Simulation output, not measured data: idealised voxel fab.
Title: Process Module voxel air gaps
We display cut, a cross-section 210 nm in width whose square cells are each 5 nm.
If you're reading a cross-section in this doc, picture square cells in a grid; it comes to you as bands, top ones listed first down to the bottom, and a band can be one or more rows of cells. The band entry comprises the height of the band's top followed by the height of its bottom, expressed in nm, and subsequently the band's materials from left to right, each stated together with its width in nm. Where a single material is marked with the word "throughout", that material fills the band from edge to edge. The word "empty" represents empty space. Below 0: as-received wafer, all one material; heights counted from there. Lowest band: no bottom, goes on down, written "0..down". The notation "30..40" denotes a width that varies across the rows of cells in the band, beginning at the first number in the top row, finishing at the second number in the bottom row, and changing by an identical amount from each row to the next. Any step labelled "nothing was modified" changed none of the cells in the cross-section. "Enclosed voids" lists enclosed empty spaces (at least 8 cells, no open path upward to the top), each as width x height at distance from the left edge, in nm. What comes after the settings on a step's line is commentary from the simulator itself on that step. Among the settings permitted on a step's line is "overlay nm"; applied to a step with a mask, it specifies the extent to which the mask lay to the right of its planned position, whereas a negative figure signifies a position to the left.
## The steps planned for the process are as follows
1: RECEIVE,material Si
2: CONFORMAL_DEP,material SiO2,thk nm 15
3: CONFORMAL_DEP,material SiN,thk nm 5
4: DIRECTIONAL_DEP,material SiO2,thk nm 40
5: PATTERN,tone open,mask id LINES,material resist,width nm 15,pitch nm 45,thk nm 20,overlay nm 0
6: DIRECTIONAL_ETCH,etch materials SiO2,depth nm 40
7: STRIP,etch materials resist
8: CONFORMAL_DEP,material TiN,thk nm 5
9: FILL_DEP,material W,thk nm 5
10: CMP,height nm 60
11: EPI,material Ru,thk nm 10
12: SELECTIVE_ETCH,etch materials SiO2,depth nm 50
13: CONFORMAL_DEP,material SiN,thk nm 5
## First wafer, two in total, run as planned
## So this is the incoming wafer in cross-section - it's already been through step 1
0..down  Si throughout
Enclosed voids: none
## How the wafer stands in section after step 2
15..0  SiO2 throughout
Whatever lies below 0 is exactly as it was before.
## How the wafer stands in section after step 3
20..15  SiN throughout
Whatever lies below 15 is exactly as it was before.
## How the wafer stands in section after step 4
60..20  SiO2 throughout
Whatever lies below 20 is exactly as it was before.
## How the wafer stands in section after step 5
80..60  resist=30  empty=15  resist=30  empty=15  resist=30  empty=15  resist=30  empty=15  resist=30
Whatever lies below 60 is exactly as it was before.
## How the wafer stands in section after step 6
80..60  resist=30  empty=15  resist=30  empty=15  resist=30  empty=15  resist=30  empty=15  resist=30
60..20  SiO2=30  empty=15  SiO2=30  empty=15  SiO2=30  empty=15  SiO2=30  empty=15  SiO2=30
Whatever lies below 20 is exactly as it was before.
## How the wafer stands in section after step 7
60..20  SiO2=30  empty=15  SiO2=30  empty=15  SiO2=30  empty=15  SiO2=30  empty=15  SiO2=30
Whatever lies below 20 is exactly as it was before.
## How the wafer stands in section after step 8
65..60  TiN=35  empty=5  TiN=40  empty=5  TiN=40  empty=5  TiN=40  empty=5  TiN=35
60..25  SiO2=30  TiN=5  empty=5  TiN=5  SiO2=30  TiN=5  empty=5  TiN=5  SiO2=30  TiN=5  empty=5  TiN=5  SiO2=30  TiN=5  empty=5  TiN=5  SiO2=30
25..20  SiO2=30  TiN=15  SiO2=30  TiN=15  SiO2=30  TiN=15  SiO2=30  TiN=15  SiO2=30
Whatever lies below 20 is exactly as it was before.
## How the wafer stands in section after step 9
70..65  W throughout
65..60  TiN=35  W=5  TiN=40  W=5  TiN=40  W=5  TiN=40  W=5  TiN=35
60..25  SiO2=30  TiN=5  W=5  TiN=5  SiO2=30  TiN=5  W=5  TiN=5  SiO2=30  TiN=5  W=5  TiN=5  SiO2=30  TiN=5  W=5  TiN=5  SiO2=30
Whatever lies below 25 is exactly as it was before.
## How the wafer stands in section after step 10
60..25  SiO2=30  TiN=5  W=5  TiN=5  SiO2=30  TiN=5  W=5  TiN=5  SiO2=30  TiN=5  W=5  TiN=5  SiO2=30  TiN=5  W=5  TiN=5  SiO2=30
Whatever lies below 25 is exactly as it was before.
## How the wafer stands in section after step 11
70..60  empty=20  Ru=35  empty=10  Ru=35  empty=10  Ru=35  empty=10  Ru=35  empty=20
Whatever lies below 60 is exactly as it was before.
## How the wafer stands in section after step 12
70..60  empty=20  Ru=35  empty=10  Ru=35  empty=10  Ru=35  empty=10  Ru=35  empty=20
60..25  empty=30  TiN=5  W=5  TiN=5  empty=30  TiN=5  W=5  TiN=5  empty=30  TiN=5  W=5  TiN=5  empty=30  TiN=5  W=5  TiN=5  empty=30
25..20  empty=30  TiN=15  empty=30  TiN=15  empty=30  TiN=15  empty=30  TiN=15  empty=30
Whatever lies below 20 is exactly as it was before.
## How the wafer stands in section after step 13
75..70  empty=15  SiN=180  empty=15
70..60  empty=15  SiN=5  Ru=35  SiN=10  Ru=35  SiN=10  Ru=35  SiN=10  Ru=35  SiN=5  empty=15
60..55  empty=15  SiN=15  TiN=5  W=5  TiN=5  SiN=30  TiN=5  W=5  TiN=5  SiN=30  TiN=5  W=5  TiN=5  SiN=30  TiN=5  W=5  TiN=5  SiN=15  empty=15
55..25  empty=25  SiN=5  TiN=5  W=5  TiN=5  SiN=5  empty=20  SiN=5  TiN=5  W=5  TiN=5  SiN=5  empty=20  SiN=5  TiN=5  W=5  TiN=5  SiN=5  empty=20  SiN=5  TiN=5  W=5  TiN=5  SiN=5  empty=25
25..20  SiN=30  TiN=15  SiN=30  TiN=15  SiN=30  TiN=15  SiN=30  TiN=15  SiN=30
Whatever lies below 20 is exactly as it was before.
Enclosed voids: 20 x 30 at 50; 20 x 30 at 95; 20 x 30 at 140
## The second wafer: identical to the first at the outset and in its planned sequence, differing only in that one mistake was made during processing; up to and including step 12, its path is the first wafer's path
The second wafer cut through, at the time step 13 was supposed to be finished: nothing was modified
Deviation from plan: step 13 in the plan did not get run; it was skipped
At the finish, the second wafer shows more or fewer cells for some materials than the first does: -154 SiN
By the end, 3 closed voids are present in the first wafer and 0 in the second.
